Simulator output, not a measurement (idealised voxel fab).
process module | voxel capacitor over wiring
cross-section cut | 245 nm wide | cells 5 nm
A cross-section is a grid of square cells, given in bands from the top down. A band is one or more rows of cells.
Each band's line starts with the height of the band's top and of its bottom, in nm. Then come its materials from left to right, each with its width in nm. One material with "throughout" fills the band from edge to edge. "air" is empty space.
Height 0 is the level under which the wafer as received is all one material. The lowest band goes on downwards, as in "0 down".
A width such as "30 to 40" changes by the same amount from each row of cells to the next, from the band's top row to its bottom row.
"no change" after a step means that no cell of the cross-section changed.
closed voids: empty space of 8 cells or more with no open way to the top, each as width x height at its distance from the left edge, in nm
after a step's settings: what the simulator itself notes on the step
overlay nm, on a step with a mask: how far to the right of its planned place the mask lay; to the left if negative
Each pair below shows a cross-section before one step and the cross-section after it, down to the lowest band that changed. The line under each pair gives the step between them, with its settings. The pairs can come from different runs of this module on the same starting wafer, so a pair continues from the pair above only where its "before" says so.
before
  75 to 70: air 75 | TiN 70 | air 100
  70 to 65: air 75 | Al2O3 70 | air 100
  65 to 60: TiN throughout
  60 to 40: lowk 75 | Ru 15 | lowk 155
  40 to 35: SiCN 75 | Ru 15 | SiCN 155
  35 to 30: Ru 65 | SiCN 20 | Ru 75 | SiCN 20 | Ru 65
  30 to 15: W 55 | TiN 5 | SiO2 30 | TiN 5 | W 55 | TiN 5 | SiO2 30 | TiN 5 | W 55
  15 to 10: TiN 60 | SiN 30 | TiN 65 | SiN 30 | TiN 60
  10 to 0: SiO2 throughout
  0 down: Si throughout
  closed voids: none
after
  85 to 75: air 75 | aC 70 | air 100
  75 to 70: aC 75 | TiN 70 | aC 100
  70 to 65: aC 75 | Al2O3 70 | aC 100
  below 65: unchanged
  closed voids: none
the step between: op DIRECTIONAL_DEP | material aC | thk nm 10
before: the cross-section after the pair above
after
  115 to 85: air 70 | resist 80 | air 95
  85 to 75: air 70 | resist 5 | aC 70 | resist 5 | air 95
  below 75: unchanged
  closed voids: none
the step between: op PATTERN | tone cover | mask id LOWER_PLATE | material resist | width nm 80 | thk nm 30 | overlay nm 0
before: the cross-section after the pair above
after
  105 to 85: air 70 | resist 80 | air 95
  85 to 75: air 70 | resist 5 | aC 70 | resist 5 | air 95
  75 to 70: air 70 | aC 5 | TiN 70 | aC 5 | air 95
  70 to 65: air 70 | aC 5 | Al2O3 70 | aC 5 | air 95
  below 65: unchanged
  closed voids: none
the step between: op DIRECTIONAL_ETCH | etch materials aC | depth nm 10
before: the cross-section after the pair above
after
  85 to 75: air 75 | aC 70 | air 100
  below 75: unchanged
  closed voids: none
the step between: op STRIP | etch materials resist
before: the cross-section after the pair above
after
  85 to 75: air 75 | aC 70 | air 100
  75 to 70: air 70 | aC 5 | TiN 70 | aC 5 | air 95
  70 to 65: air 70 | aC 5 | Al2O3 70 | aC 5 | air 95
  65 to 60: air 70 | TiN 80 | air 95
  below 60: unchanged
  closed voids: none
the step between: op DIRECTIONAL_ETCH | etch materials TiN | depth nm 5
before: the cross-section after the pair above
after
  75 to 70: air 75 | TiN 70 | air 100
  70 to 65: air 75 | Al2O3 70 | air 100
  below 65: unchanged
  closed voids: none
the step between: op STRIP | etch materials aC
before: the cross-section after the pair above
after
  90 to 75: SiO2 throughout
  75 to 70: SiO2 75 | TiN 70 | SiO2 100
  70 to 65: SiO2 75 | Al2O3 70 | SiO2 100
  65 to 60: SiO2 70 | TiN 80 | SiO2 95
  below 60: unchanged
  closed voids: none
the step between: op FILL_DEP | material SiO2 | thk nm 15
before: the cross-section after the pair above
after
  85 to 75: SiO2 throughout
  below 75: unchanged
  closed voids: none
the step between: op CMP | height nm 85
before: the cross-section after the pair above
after
  100 to 85: resist 85 | air 15 | resist 145
  below 85: unchanged
  closed voids: none
the step between: op PATTERN | tone open | mask id PLUG_2 | material resist | width nm 15 | thk nm 15 | overlay nm 0
before: the cross-section after the pair above
after
  100 to 85: resist 85 | air 15 | resist 145
  85 to 75: SiO2 85 | air 15 | SiO2 145
  below 75: unchanged
  closed voids: none
the step between: op DIRECTIONAL_ETCH | etch materials SiO2 | depth nm 10
before: the cross-section after the pair above
after
  85 to 75: SiO2 85 | air 15 | SiO2 145
  below 75: unchanged
  closed voids: none
the step between: op STRIP | etch materials resist
before: the cross-section after the pair above
after
  90 to 85: TiN 90 | air 5 | TiN 150
  85 to 80: SiO2 85 | TiN 5 | air 5 | TiN 5 | SiO2 145
  80 to 70: SiO2 85 to 75 | TiN 15 to 70 | SiO2 145 to 100
  below 70: unchanged
  closed voids: none
the step between: op CONFORMAL_DEP | material TiN | thk nm 5
before: the cross-section after the pair above
after
  95 to 90: Cu throughout
  90 to 85: TiN 90 | Cu 5 | TiN 150
  85 to 80: SiO2 85 | TiN 5 | Cu 5 | TiN 5 | SiO2 145
  below 80: unchanged
  closed voids: none
the step between: op FILL_DEP | material Cu | thk nm 5
before: the cross-section after the pair above
after
  85 to 80: SiO2 85 | TiN 5 | Cu 5 | TiN 5 | SiO2 145
  below 80: unchanged
  closed voids: none
the step between: op CMP | height nm 85
before: the cross-section after the pair above
after
  90 to 85: SiCN throughout
  below 85: unchanged
  closed voids: none
the step between: op CONFORMAL_DEP | material SiCN | thk nm 5
